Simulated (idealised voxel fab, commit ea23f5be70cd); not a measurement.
Module name: voxel plated lines (process module)
Cross-sectional view cut (width: 185 nm; square cell size: 5 nm).
Think of the cross-section as a grid of square cells. We describe it in bands, top to bottom, and each band covers one or more rows of those cells. This entry defines a band. It first specifies the height of the band's top and the height of its bottom in nm, and then specifies the band's materials from left to right, stating each material with its width in nm. The word "everywhere" identifies a single material that fills the band from edge to edge, while the word "empty" identifies empty space. Beneath 0, the wafer as received is one material, and that level is where height counting begins. The lowest band goes on downward without a bottom; it is written like "0 nm and below". Think of "30->40" as a width that walks from the first number to the second as you go down the band, top row to bottom row, taking equal-sized steps from row to row. "same as before" (step): cross-section cells unchanged, all of them. "Sealed voids" lists enclosed empty spaces (at least 8 cells, no open path upward to the top), each as width x height at distance from the left edge, in nm. Note: text after step settings on the step line = simulator remark on that step. The line of a step may include "overlay nm". On a step with a mask, this value is how far to the right of its planned place the mask lay. A negative value means the mask lay to the left.
[Here's what the planned process steps look like]
1 RECEIVE, material Si
2 CONFORMAL_DEP, material SiO2, thk nm 5
3 DIRECTIONAL_DEP, material TiN, thk nm 5
4 PATTERN, tone open, mask id LINES, material resist, width nm 15, pitch nm 35, thk nm 30, overlay nm 0
5 EPI, material Ru, thk nm 10
6 EPI, material Ru, thk nm 10
7 STRIP, etch materials resist
8 DIRECTIONAL_ETCH, etch materials TiN, depth nm 5
9 CONFORMAL_DEP, material SiO2, thk nm 5
varied across the wafers: thk nm of step 2. The plan shows the first wafer's value. All wafers start alike
[Cross-section of the first of several received wafers, showing its state after step 1]
	0 nm and below: Si everywhere
	Sealed voids: none
[wafer rows; end of module; cells per material since receipt: (+) gained, (-) lost; then closed voids]
thk nm 5 | +48 Ru | +114 SiO2 | +12 TiN | Sealed voids: none
thk nm 10 | +48 Ru | +151 SiO2 | +12 TiN | Sealed voids: none
thk nm 15 | +48 Ru | +188 SiO2 | +12 TiN | Sealed voids: none
thk nm 20 | +48 Ru | +225 SiO2 | +12 TiN | Sealed voids: none
thk nm 25 | +48 Ru | +262 SiO2 | +12 TiN | Sealed voids: none
